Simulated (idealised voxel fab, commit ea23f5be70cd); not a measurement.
You're looking at the process module voxel lift off.
FYI the section here is cut, 175 nm wide, cells are 5 nm squares.
If you're reading a cross-section in this doc, picture square cells in a grid; it comes to you as bands, top ones listed first down to the bottom, and a band can be one or more rows of cells.
Within each band entry, the heights of the top and of the bottom of the band appear first, in that order and in nm; the materials of the band then follow from left to right, each with its corresponding width in nm. The designation "full width" on a single material indicates that it fills the band from edge to edge; the designation "empty" indicates empty space.
Ref level 0: as-received wafer is one material below here. Bottom band extends down with no lower bound ("0..down").
Graded width ("30..40"): value in top row of band = first number; value in bottom row = second number; row-to-row change constant.
When a step is marked "changes: none", none of the cells in the cross-section changed during that step.
The list in "Closed void table" covers empty spaces of 8 cells or more that cannot reach the top through any open way, and it gives each as width x height at distance; the distance is from the left edge, and width, height and distance are in nm.
It should be noted that, on the line of a given step, the content following the step's settings is a remark produced by the simulator itself with respect to that step.
What "overlay nm" on a step's line means: if the step has a mask, that mask lay this far to the right of its planned place, or, when the value is negative, to the left.

## Steps planned for the process
1,op RECEIVE | material Si
2,op CONFORMAL_DEP | material SiN | thk nm 10
3,op PATTERN | tone open | mask id LINES | material resist | width nm 15 | pitch nm 45 | thk nm 20 | overlay nm 0
4,op DIRECTIONAL_DEP | material Ru | thk nm 10
5,op STRIP | etch materials resist
6,op CONFORMAL_DEP | material SiN | thk nm 5

## Wafer, first of two, run as planned

## This is the cross-section of the wafer as we received it, i.e. after step 1
	0..down: Si full width
	Closed void table: none

## Once step 2 is through, the wafer looks like this in cross-section
	10..0: SiN full width
	At heights below 0, the structure remains unaltered.

## Once step 3 is through, the wafer looks like this in cross-section
	30..10: resist 35 nm | empty 15 nm | resist 30 nm | empty 15 nm | resist 30 nm | empty 15 nm | resist 35 nm
	At heights below 10, the structure remains unaltered.

## Once step 4 is through, the wafer looks like this in cross-section
	40..30: Ru 35 nm | empty 15 nm | Ru 30 nm | empty 15 nm | Ru 30 nm | empty 15 nm | Ru 35 nm
	30..20: resist 35 nm | empty 15 nm | resist 30 nm | empty 15 nm | resist 30 nm | empty 15 nm | resist 35 nm
	20..10: resist 35 nm | Ru 15 nm | resist 30 nm | Ru 15 nm | resist 30 nm | Ru 15 nm | resist 35 nm
	At heights below 10, the structure remains unaltered.

## Once step 5 is through, the wafer looks like this in cross-section
	20..10: empty 35 nm | Ru 15 nm | empty 30 nm | Ru 15 nm | empty 30 nm | Ru 15 nm | empty 35 nm
	At heights below 10, the structure remains unaltered.

## Once step 6 is through, the wafer looks like this in cross-section
	25..20: empty 30 nm | SiN 25 nm | empty 20 nm | SiN 25 nm | empty 20 nm | SiN 25 nm | empty 30 nm
	20..15: empty 30 nm | SiN 5 nm | Ru 15 nm | SiN 5 nm | empty 20 nm | SiN 5 nm | Ru 15 nm | SiN 5 nm | empty 20 nm | SiN 5 nm | Ru 15 nm | SiN 5 nm | empty 30 nm
	15..10: SiN 35 nm | Ru 15 nm | SiN 30 nm | Ru 15 nm | SiN 30 nm | Ru 15 nm | SiN 35 nm
	At heights below 10, the structure remains unaltered.

## For the second wafer, take the first wafer's start and plan, then add one mistake made in running it; everything through step 2, that step included, is shared with the first

## Second wafer cross-section, taken as of the time the plan sets for step 3 to be done
	30..10: resist 30 nm | empty 15 nm | resist 30 nm | empty 15 nm | resist 30 nm | empty 15 nm | resist 40 nm
	At heights below 10, the structure remains unaltered.

## Second wafer cross-section, taken as of the time the plan sets for step 4 to be done
	40..30: Ru 30 nm | empty 15 nm | Ru 30 nm | empty 15 nm | Ru 30 nm | empty 15 nm | Ru 40 nm
	30..20: resist 30 nm | empty 15 nm | resist 30 nm | empty 15 nm | resist 30 nm | empty 15 nm | resist 40 nm
	20..10: resist 30 nm | Ru 15 nm | resist 30 nm | Ru 15 nm | resist 30 nm | Ru 15 nm | resist 40 nm
	At heights below 10, the structure remains unaltered.

## Second wafer cross-section, taken as of the time the plan sets for step 5 to be done
	20..10: empty 30 nm | Ru 15 nm | empty 30 nm | Ru 15 nm | empty 30 nm | Ru 15 nm | empty 40 nm
	At heights below 10, the structure remains unaltered.

## Second wafer cross-section, taken as of the time the plan sets for step 6 to be done
	25..20: empty 25 nm | SiN 25 nm | empty 20 nm | SiN 25 nm | empty 20 nm | SiN 25 nm | empty 35 nm
	20..15: empty 25 nm | SiN 5 nm | Ru 15 nm | SiN 5 nm | empty 20 nm | SiN 5 nm | Ru 15 nm | SiN 5 nm | empty 20 nm | SiN 5 nm | Ru 15 nm | SiN 5 nm | empty 35 nm
	15..10: SiN 30 nm | Ru 15 nm | SiN 30 nm | Ru 15 nm | SiN 30 nm | Ru 15 nm | SiN 40 nm
	At heights below 10, the structure remains unaltered.
Deviation noted in wafer processing: step 3 was processed under conditions differing from the plan, specifically as op PATTERN | tone open | mask id LINES | material resist | width nm 15 | pitch nm 45 | thk nm 20 | overlay nm -5
at the end the second wafer has, in cells: as many of each material as the first, in other places
